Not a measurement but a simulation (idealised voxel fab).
The following is a process module called voxel capacitor over wiring.
It is cross-section cut that appears here, measuring 300 nm in width, its square cells being 5 nm in size.
Heads up, the way a cross-section reads in here is a grid of square cells, handed over as bands from the top down, with every band being one or more rows of cells.
First you get the band's top height and its bottom height, in nm, and then the materials it's made of, left to right, with each width in nm. If you see a single material with "all across", that one covers the band edge to edge. "blank" is empty space.
It should be noted that heights are counted from 0, beneath which the wafer as supplied is of one material throughout, and that the lowest band possesses no lower boundary but continues downward, as written in "0 nm and below".
The expression "30..40" gives the width at the extremes of the band, the first number at its top row of cells and the second at its bottom row, with the width changing by equal amounts from each row to the next in between.
A step reported as "no change occurred" is a step in which no cell of the cross-section changed.
"Trapped void list" lists enclosed empty spaces (at least 8 cells, no open path upward to the top), each as width x height at distance from the left edge, in nm.
Step line, after settings: the simulator's comment on this step.
You can add "overlay nm" to a step's line. For a step with a mask, it describes how far the mask lay to the right of its planned position, and a negative number describes a lay to the left.

### plan
1,op RECEIVE | material Si
2,op CONFORMAL_DEP | material SiO2 | thk nm 15
3,op DIRECTIONAL_DEP | material TiN | thk nm 5
4,op DIRECTIONAL_DEP | material W | thk nm 20
5,op PATTERN | tone cover | mask id METAL_1 | material resist | width nm 25 | pitch nm 75 | thk nm 20 | overlay nm 0
6,op DIRECTIONAL_ETCH | etch materials W | depth nm 20
7,op DIRECTIONAL_ETCH | etch materials TiN | depth nm 5
8,op STRIP | etch materials resist
9,op CONFORMAL_DEP | material SiN | thk nm 5
10,op FILL_DEP | material lowk | thk nm 10
11,op CMP | height nm 40
12,op CONFORMAL_DEP | material SiCN | thk nm 5
13,op DIRECTIONAL_DEP | material SiO2 | thk nm 20
14,op MASKED_ETCH | tone open | mask id PLUG_1 | width nm 15 | etch materials SiO2 | depth nm 20 | overlay nm 0
15,op MASKED_ETCH | tone open | mask id PLUG_1 | width nm 15 | etch materials SiCN | depth nm 5 | overlay nm 0
16,op EPI | material Ru | thk nm 10
17,op EPI | material Ru | thk nm 10
18,op EPI | material Ru | thk nm 5
19,op DIRECTIONAL_DEP | material TiN | thk nm 10
20,op DIRECTIONAL_DEP | material HfO2 | thk nm 5
21,op DIRECTIONAL_DEP | material TiN | thk nm 10
22,op MASKED_ETCH | tone cover | mask id UPPER_PLATE | width nm 55 | etch materials TiN | depth nm 10 | overlay nm 0
23,op MASKED_ETCH | tone cover | mask id UPPER_PLATE | width nm 55 | etch materials HfO2 | depth nm 5 | overlay nm 0
24,op DIRECTIONAL_DEP | material aC | thk nm 15
25,op PATTERN | tone cover | mask id LOWER_PLATE | material resist | width nm 65 | thk nm 35 | overlay nm 0
26,op DIRECTIONAL_ETCH | etch materials aC | depth nm 15
27,op STRIP | etch materials resist
28,op DIRECTIONAL_ETCH | etch materials TiN | depth nm 10
29,op STRIP | etch materials aC
30,op FILL_DEP | material SiO2 | thk nm 20
31,op CMP | height nm 105
32,op DIRECTIONAL_DEP | material aC | thk nm 10
33,op PATTERN | tone open | mask id PLUG_2 | material resist | width nm 15 | thk nm 25 | overlay nm 0
34,op DIRECTIONAL_ETCH | etch materials aC | depth nm 10
35,op STRIP | etch materials resist
36,op DIRECTIONAL_ETCH | etch materials SiO2 | depth nm 15
37,op STRIP | etch materials aC
38,op CONFORMAL_DEP | material TiN | thk nm 5
39,op FILL_DEP | material W | thk nm 5
40,op CMP | height nm 105
41,op CONFORMAL_DEP | material SiCN | thk nm 5

### As-received state of the wafer in cross-section, equivalent to post-step 1
	0 nm and below | Si all across
	Trapped void list: none

### Here's the wafer cut in cross-section after the module, started and planned just like above, except one thing was done wrong in the run
	110 nm to 105 nm | SiCN all across
	105 nm to 100 nm | 120 nm SiO2 | 15 nm TiN | 165 nm SiO2
	100 nm to 90 nm | 110 nm SiO2 | 25 nm TiN | 165 nm SiO2
	90 nm to 85 nm | 110 nm SiO2 | 25 nm HfO2 | 30 nm TiN | 135 nm SiO2
	85 nm to 80 nm | 105 nm SiO2 | 60 nm TiN | 135 nm SiO2
	80 nm to 75 nm | 105 nm SiO2 | 30 nm TiN | 30 nm HfO2 | 135 nm SiO2
	75 nm to 65 nm | 100 nm SiO2 | 35 nm Ru | 35 nm TiN | 130 nm SiO2
	65 nm to 45 nm | 110 nm SiO2 | 15 nm Ru | 175 nm SiO2
	45 nm to 40 nm | 110 nm SiCN | 15 nm Ru | 175 nm SiCN
	40 nm to 20 nm | 95 nm lowk | 5 nm SiN | 25 nm W | 5 nm SiN | 40 nm lowk | 5 nm SiN | 25 nm W | 5 nm SiN | 95 nm lowk
	20 nm to 15 nm | 100 nm SiN | 25 nm TiN | 50 nm SiN | 25 nm TiN | 100 nm SiN
	15 nm to 0 nm | SiO2 all across
	0 nm and below | Si all across
	Trapped void list: none
Short version of what went wrong: ran twice: one of 16 and 17, identical steps, cannot tell which
